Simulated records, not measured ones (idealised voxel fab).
Process module under the name voxel double patterning
Cross-sectional view cut (width: 245 nm; square cell size: 5 nm).
We lay out every cross-section as a grid of square cells and spell it out in bands from the top down, where one band means one or more rows of cells.
First you get the band's top height and its bottom height, in nm, and then the materials it's made of, left to right, with each width in nm. If you see a single material with "throughout", that one covers the band edge to edge. "empty" is empty space.
Height datum 0, below which the as-received substrate wafer is one material. Lowest band open at the bottom, running downward: "0 nm and below".
You'd read "30 to 40" like this: the band's top row of cells is as wide as the first number, its bottom row is as wide as the second, and going down, every row changes width by the same amount as the row before did.
A step reported as "changes: none" is a step in which no cell of the cross-section changed.
Empty spaces counting at least 8 cells and having no open way to the top are listed in "Closed void catalog". The notation width x height at distance is used for each, the distance being from the left edge and all three values in nm.
Text after the settings on a step's line: the simulator's own remark on that step.
overlay nm: for a step with a mask, the amount by which the mask lay right of where it was planned; a negative amount means left of it.
Steps planned for the process:
1,RECEIVE (material Si)
2,CONFORMAL_DEP (material SiN; thk nm 10)
3,DIRECTIONAL_DEP (material SiO2; thk nm 15)
4,DIRECTIONAL_DEP (material SiCN; thk nm 10)
5,MASKED_ETCH (tone open; mask id FIRST; width nm 15; pitch nm 50; etch materials SiCN; depth nm 10; overlay nm 0)
6,DIRECTIONAL_DEP (material aC; thk nm 10)
7,PATTERN (tone open; mask id SECOND; material resist; width nm 15; pitch nm 50; thk nm 30; overlay nm 0)
8,DIRECTIONAL_ETCH (etch materials aC; depth nm 10)
9,STRIP (etch materials resist)
10,DIRECTIONAL_ETCH (etch materials SiCN; depth nm 10)
11,STRIP (etch materials aC)
12,DIRECTIONAL_ETCH (etch materials SiO2; depth nm 15)
13,STRIP (etch materials SiCN)
The first of the two wafers, which ran as planned:
As-received wafer cross-section (after step 1):
    0 nm and below | Si throughout
    Closed void catalog: none
Wafer section view after processing step 2:
    10 nm to 0 nm | SiN throughout
    No changes below 0.
Wafer section view after processing step 3:
    25 nm to 10 nm | SiO2 throughout
    No changes below 10.
Wafer section view after processing step 4:
    35 nm to 25 nm | SiCN throughout
    No changes below 25.
Wafer section view after processing step 5:
    35 nm to 25 nm | SiCN 65 nm, then empty 15 nm, then SiCN 35 nm, then empty 15 nm, then SiCN 35 nm, then empty 15 nm, then SiCN 65 nm
    No changes below 25.
Wafer section view after processing step 6:
    45 nm to 35 nm | aC 65 nm, then empty 15 nm, then aC 35 nm, then empty 15 nm, then aC 35 nm, then empty 15 nm, then aC 65 nm
    35 nm to 25 nm | SiCN 65 nm, then aC 15 nm, then SiCN 35 nm, then aC 15 nm, then SiCN 35 nm, then aC 15 nm, then SiCN 65 nm
    No changes below 25.
Wafer section view after processing step 7:
    75 nm to 45 nm | resist 90 nm, then empty 15 nm, then resist 35 nm, then empty 15 nm, then resist 90 nm
    45 nm to 35 nm | aC 65 nm, then resist 15 nm, then aC 35 nm, then resist 15 nm, then aC 35 nm, then resist 15 nm, then aC 65 nm
    No changes below 35.
Wafer section view after processing step 8:
    65 nm to 45 nm | resist 90 nm, then empty 15 nm, then resist 35 nm, then empty 15 nm, then resist 90 nm
    45 nm to 35 nm | aC 65 nm, then resist 15 nm, then aC 10 nm, then empty 15 nm, then aC 10 nm, then resist 15 nm, then aC 10 nm, then empty 15 nm, then aC 10 nm, then resist 15 nm, then aC 65 nm
    No changes below 35.
Wafer section view after processing step 9:
    45 nm to 35 nm | aC 65 nm, then empty 15 nm, then aC 10 nm, then empty 15 nm, then aC 10 nm, then empty 15 nm, then aC 10 nm, then empty 15 nm, then aC 10 nm, then empty 15 nm, then aC 65 nm
    No changes below 35.
Wafer section view after processing step 10:
    45 nm to 35 nm | aC 65 nm, then empty 15 nm, then aC 10 nm, then empty 15 nm, then aC 10 nm, then empty 15 nm, then aC 10 nm, then empty 15 nm, then aC 10 nm, then empty 15 nm, then aC 65 nm
    35 nm to 25 nm | SiCN 65 nm, then aC 15 nm, then SiCN 10 nm, then empty 15 nm, then SiCN 10 nm, then aC 15 nm, then SiCN 10 nm, then empty 15 nm, then SiCN 10 nm, then aC 15 nm, then SiCN 65 nm
    No changes below 25.
Wafer section view after processing step 11:
    35 nm to 25 nm | SiCN 65 nm, then empty 15 nm, then SiCN 10 nm, then empty 15 nm, then SiCN 10 nm, then empty 15 nm, then SiCN 10 nm, then empty 15 nm, then SiCN 10 nm, then empty 15 nm, then SiCN 65 nm
    No changes below 25.
Wafer section view after processing step 12:
    35 nm to 25 nm | SiCN 65 nm, then empty 15 nm, then SiCN 10 nm, then empty 15 nm, then SiCN 10 nm, then empty 15 nm, then SiCN 10 nm, then empty 15 nm, then SiCN 10 nm, then empty 15 nm, then SiCN 65 nm
    25 nm to 10 nm | SiO2 65 nm, then empty 15 nm, then SiO2 10 nm, then empty 15 nm, then SiO2 10 nm, then empty 15 nm, then SiO2 10 nm, then empty 15 nm, then SiO2 10 nm, then empty 15 nm, then SiO2 65 nm
    No changes below 10.
Wafer section view after processing step 13:
    25 nm to 10 nm | SiO2 65 nm, then empty 15 nm, then SiO2 10 nm, then empty 15 nm, then SiO2 10 nm, then empty 15 nm, then SiO2 10 nm, then empty 15 nm, then SiO2 10 nm, then empty 15 nm, then SiO2 65 nm
    No changes below 10.
The second wafer was prepared from the same starting point and under the same plan as the first; its processing contained one mistake, and it remains indistinguishable from the first wafer up to and including step 2:
Cross-sectional view of the second wafer at the intended end time of process step 3:
    40 nm to 10 nm | SiO2 throughout
    No changes below 10.
Cross-sectional view of the second wafer at the intended end time of process step 4:
    50 nm to 40 nm | SiCN throughout
    No changes below 40.
Cross-sectional view of the second wafer at the intended end time of process step 5:
    50 nm to 40 nm | SiCN 65 nm, then empty 15 nm, then SiCN 35 nm, then empty 15 nm, then SiCN 35 nm, then empty 15 nm, then SiCN 65 nm
    No changes below 40.
Cross-sectional view of the second wafer at the intended end time of process step 6:
    60 nm to 50 nm | aC 65 nm, then empty 15 nm, then aC 35 nm, then empty 15 nm, then aC 35 nm, then empty 15 nm, then aC 65 nm
    50 nm to 40 nm | SiCN 65 nm, then aC 15 nm, then SiCN 35 nm, then aC 15 nm, then SiCN 35 nm, then aC 15 nm, then SiCN 65 nm
    No changes below 40.
Cross-sectional view of the second wafer at the intended end time of process step 7:
    90 nm to 60 nm | resist 90 nm, then empty 15 nm, then resist 35 nm, then empty 15 nm, then resist 90 nm
    60 nm to 50 nm | aC 65 nm, then resist 15 nm, then aC 35 nm, then resist 15 nm, then aC 35 nm, then resist 15 nm, then aC 65 nm
    No changes below 50.
Cross-sectional view of the second wafer at the intended end time of process step 8:
    80 nm to 60 nm | resist 90 nm, then empty 15 nm, then resist 35 nm, then empty 15 nm, then resist 90 nm
    60 nm to 50 nm | aC 65 nm, then resist 15 nm, then aC 10 nm, then empty 15 nm, then aC 10 nm, then resist 15 nm, then aC 10 nm, then empty 15 nm, then aC 10 nm, then resist 15 nm, then aC 65 nm
    No changes below 50.
Cross-sectional view of the second wafer at the intended end time of process step 9:
    60 nm to 50 nm | aC 65 nm, then empty 15 nm, then aC 10 nm, then empty 15 nm, then aC 10 nm, then empty 15 nm, then aC 10 nm, then empty 15 nm, then aC 10 nm, then empty 15 nm, then aC 65 nm
    No changes below 50.
Cross-sectional view of the second wafer at the intended end time of process step 10:
    60 nm to 50 nm | aC 65 nm, then empty 15 nm, then aC 10 nm, then empty 15 nm, then aC 10 nm, then empty 15 nm, then aC 10 nm, then empty 15 nm, then aC 10 nm, then empty 15 nm, then aC 65 nm
    50 nm to 40 nm | SiCN 65 nm, then aC 15 nm, then SiCN 10 nm, then empty 15 nm, then SiCN 10 nm, then aC 15 nm, then SiCN 10 nm, then empty 15 nm, then SiCN 10 nm, then aC 15 nm, then SiCN 65 nm
    No changes below 40.
Cross-sectional view of the second wafer at the intended end time of process step 11:
    50 nm to 40 nm | SiCN 65 nm, then empty 15 nm, then SiCN 10 nm, then empty 15 nm, then SiCN 10 nm, then empty 15 nm, then SiCN 10 nm, then empty 15 nm, then SiCN 10 nm, then empty 15 nm, then SiCN 65 nm
    No changes below 40.
Cross-sectional view of the second wafer at the intended end time of process step 12:
    50 nm to 40 nm | SiCN 65 nm, then empty 15 nm, then SiCN 10 nm, then empty 15 nm, then SiCN 10 nm, then empty 15 nm, then SiCN 10 nm, then empty 15 nm, then SiCN 10 nm, then empty 15 nm, then SiCN 65 nm
    40 nm to 25 nm | SiO2 65 nm, then empty 15 nm, then SiO2 10 nm, then empty 15 nm, then SiO2 10 nm, then empty 15 nm, then SiO2 10 nm, then empty 15 nm, then SiO2 10 nm, then empty 15 nm, then SiO2 65 nm
    No changes below 25.
Cross-sectional view of the second wafer at the intended end time of process step 13:
    40 nm to 25 nm | SiO2 65 nm, then empty 15 nm, then SiO2 10 nm, then empty 15 nm, then SiO2 10 nm, then empty 15 nm, then SiO2 10 nm, then empty 15 nm, then SiO2 10 nm, then empty 15 nm, then SiO2 65 nm
    No changes below 25.
Misprocessing identified: plan step 3 ran twice
Count the cells at the end and the second wafer has more or fewer of some materials than the first: +147 SiO2
